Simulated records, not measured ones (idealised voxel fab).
Module name: voxel released beams (process module)
Section shown: cut. Width: 290 nm. Cell size: 5 nm, square.
A cross-section in this document is a grid of square cells, and it is written down as bands, the top band listed before the ones below it; a band is made up of one or more rows of cells. Heads up on the band format: heights come first, top then bottom, in nm. After that it's the materials left to right, each with its width in nm. A single material flagged "throughout" fills the whole band edge to edge, and "blank" means there's empty space there. Note: height 0 marks the level under which the wafer is uniformly one material as received. Lowest band unbounded below, written "from 0 down". Width spec "30->40" -> top row of cells at first value, bottom row at second value, equal per-row change in between. When a step is marked "all unchanged", none of the cells in the cross-section changed during that step. In the "Unvented voids" entry, you get each enclosed empty space of 8 cells or more, one with no open way to the top, written width x height at distance, distance from the left edge, in nm. Text after the settings on a step's line: the simulator's own remark on that step. When a step includes a mask, the "overlay nm" setting on its line states how far to the right of its planned place that mask lay, and negative values state how far to the left.
These are the steps we planned for the process:
- 1: RECEIVE (material Si)
- 2: CONFORMAL_DEP (material SiN; thk nm 10)
- 3: DIRECTIONAL_DEP (material SiO2; thk nm 10)
- 4: MASKED_ETCH (tone open; mask id ANCHOR; width nm 40; etch materials SiO2; depth nm 10; overlay nm -15)
- 5: CONFORMAL_DEP (material TiN; thk nm 15)
- 6: DIRECTIONAL_DEP (material aC; thk nm 15)
- 7: PATTERN (tone cover; mask id BEAM; material resist; width nm 100; thk nm 35; overlay nm 0)
- 8: DIRECTIONAL_ETCH (etch materials aC; depth nm 15)
- 9: STRIP (etch materials resist)
- 10: DIRECTIONAL_ETCH (etch materials TiN; depth nm 15)
- 11: STRIP (etch materials aC)
- 12: STRIP (etch materials SiO2)
Don't read the plan's overlay nm for step 4 as applying to every wafer: that's the first wafer's value, and the wafers differ in it, though they all start identical.
The as-received cross-section of the first of several wafers corresponds to the state after step 1:
  from 0 down  Si throughout
  Unvented voids: none
First wafer of several, cross-section, module end, after step 12 (last):
  from 35 to 25  blank=90 / TiN=5 / blank=10 / TiN=85 / blank=100
  from 25 to 20  blank=90 / TiN=100 / blank=100
  from 20 to 10  blank=80 / TiN=40 / blank=170
  from 10 to 0  SiN throughout
  from 0 down  Si throughout
  Unvented voids: none
Cross-sectional view of the final wafer of several at the module's end:
  from 35 to 25  blank=90 / TiN=35 / blank=10 / TiN=55 / blank=100
  from 25 to 20  blank=90 / TiN=100 / blank=100
  from 20 to 10  blank=110 / TiN=40 / blank=140
  from 10 to 0  SiN throughout
  from 0 down  Si throughout
  Unvented voids: none
For your reference, the table is organized with a row per wafer; each row reflects the wafer at the end of the module, indicating for each material the cells gained (+) or lost (-) since receipt, and thereafter its closed voids:
overlay nm -15 | +116 SiN | +72 TiN | Unvented voids: none
overlay nm -10 | +116 SiN | +72 TiN | Unvented voids: none
overlay nm -5 | +116 SiN | +72 TiN | Unvented voids: none
overlay nm 0 | +116 SiN | +72 TiN | Unvented voids: none
overlay nm 5 | +116 SiN | +72 TiN | Unvented voids: none
overlay nm 10 | +116 SiN | +72 TiN | Unvented voids: none
overlay nm 15 | +116 SiN | +72 TiN | Unvented voids: none
